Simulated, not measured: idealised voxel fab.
process module | voxel self aligned contacts
In the cross-section labelled cut, the width is 220 nm and each square cell is 5 nm.
The cross-sections in this document take the form of a grid made of square cells. They are written out as bands, in order from top to bottom. Each band consists of one or more rows of cells. First you get the band's top height and its bottom height, in nm, and then the materials it's made of, left to right, with each width in nm. If you see a single material with "edge to edge", that one covers the band edge to edge. "air" is empty space. Ref level 0: as-received wafer is one material below here. Bottom band extends down with no lower bound ("top 0, no bottom"). Width spec "30->40" -> top row of cells at first value, bottom row at second value, equal per-row change in between. A step reported as "everything unchanged" is a step in which no cell of the cross-section changed. "Entrapped void list" specifies each empty space that is not open to the top and that occupies no fewer than 8 cells, using the form width x height at distance, the distance measured from the left edge and all three quantities in nm. It should be noted that, on the line of a given step, the content following the step's settings is a remark produced by the simulator itself with respect to that step. The optional step-line setting "overlay nm" applies to steps with a mask and quantifies how far to the right of its planned location the mask lay, a negative value indicating leftward placement.

BELOW IS THE LIST OF PLANNED PROCESS STEPS
1,RECEIVE (material Si)
2,CONFORMAL_DEP (material SiO2; thk nm 5)
3,DIRECTIONAL_DEP (material polySi; thk nm 25)
4,DIRECTIONAL_DEP (material SiN; thk nm 15)
5,PATTERN (tone cover; mask id GATE; material resist; width nm 35; pitch nm 70; thk nm 20; overlay nm 0)
6,DIRECTIONAL_ETCH (etch materials SiN; depth nm 15)
7,DIRECTIONAL_ETCH (etch materials polySi; depth nm 25)
8,STRIP (etch materials resist)
9,CONFORMAL_DEP (material SiN; thk nm 5)
10,DIRECTIONAL_ETCH (etch materials SiN; depth nm 5)
11,FILL_DEP (material SiO2; thk nm 10)
12,CMP (height nm 50)
13,DIRECTIONAL_DEP (material aC; thk nm 10)
14,PATTERN (tone open; mask id CONTACT; material resist; width nm 55; pitch nm 70; thk nm 30; overlay nm 0)
15,DIRECTIONAL_ETCH (etch materials aC; depth nm 10)
16,STRIP (etch materials resist)
17,DIRECTIONAL_ETCH (etch materials SiO2; depth nm 50)
18,STRIP (etch materials aC)
19,CONFORMAL_DEP (material TiN; thk nm 5)
20,FILL_DEP (material Ru; thk nm 10)
21,CMP (height nm 50)
22,CONFORMAL_DEP (material SiCN; thk nm 5)

THIS IS THE CROSS-SECTION OF THE WAFER AS WE RECEIVED IT, I.E. AFTER STEP 1
	top 0, no bottom: Si edge to edge
	Entrapped void list: none

BELOW IS THE WAFER IN CROSS-SECTION AFTER THE MODULE WAS COMPLETED. IT BEGAN FROM THE STARTING POINT SHOWN ABOVE AND FOLLOWED THE PLAN SHOWN ABOVE, EXCEPT THAT ONE MISTAKE WAS MADE WHILE RUNNING IT
	top 55, bottom 50: SiCN edge to edge
	top 50, bottom 45: SiO2 (45) | TiN (55) | SiO2 (15) | TiN (55) | SiO2 (50)
	top 45, bottom 30: SiN (25) | SiO2 (20) | TiN (5) | SiN (45) | TiN (5) | SiO2 (15) | TiN (5) | SiN (45) | TiN (5) | SiO2 (20) | SiN (30)
	top 30, bottom 5: polySi (20) | SiN (5) | SiO2 (20) | TiN (5) | SiN (5) | polySi (35) | SiN (5) | TiN (5) | SiO2 (15) | TiN (5) | SiN (5) | polySi (35) | SiN (5) | TiN (5) | SiO2 (20) | SiN (5) | polySi (25)
	top 5, bottom 0: SiO2 (45) | TiN (5) | SiO2 (45) | TiN (5) | SiO2 (15) | TiN (5) | SiO2 (45) | TiN (5) | SiO2 (50)
	top 0, no bottom: Si edge to edge
	Entrapped void list: none
Plan not followed: so step 5 ended up running with a different setting than we planned, it ran as PATTERN (tone open; mask id GATE; material resist; width nm 35; pitch nm 70; thk nm 20; overlay nm 0)
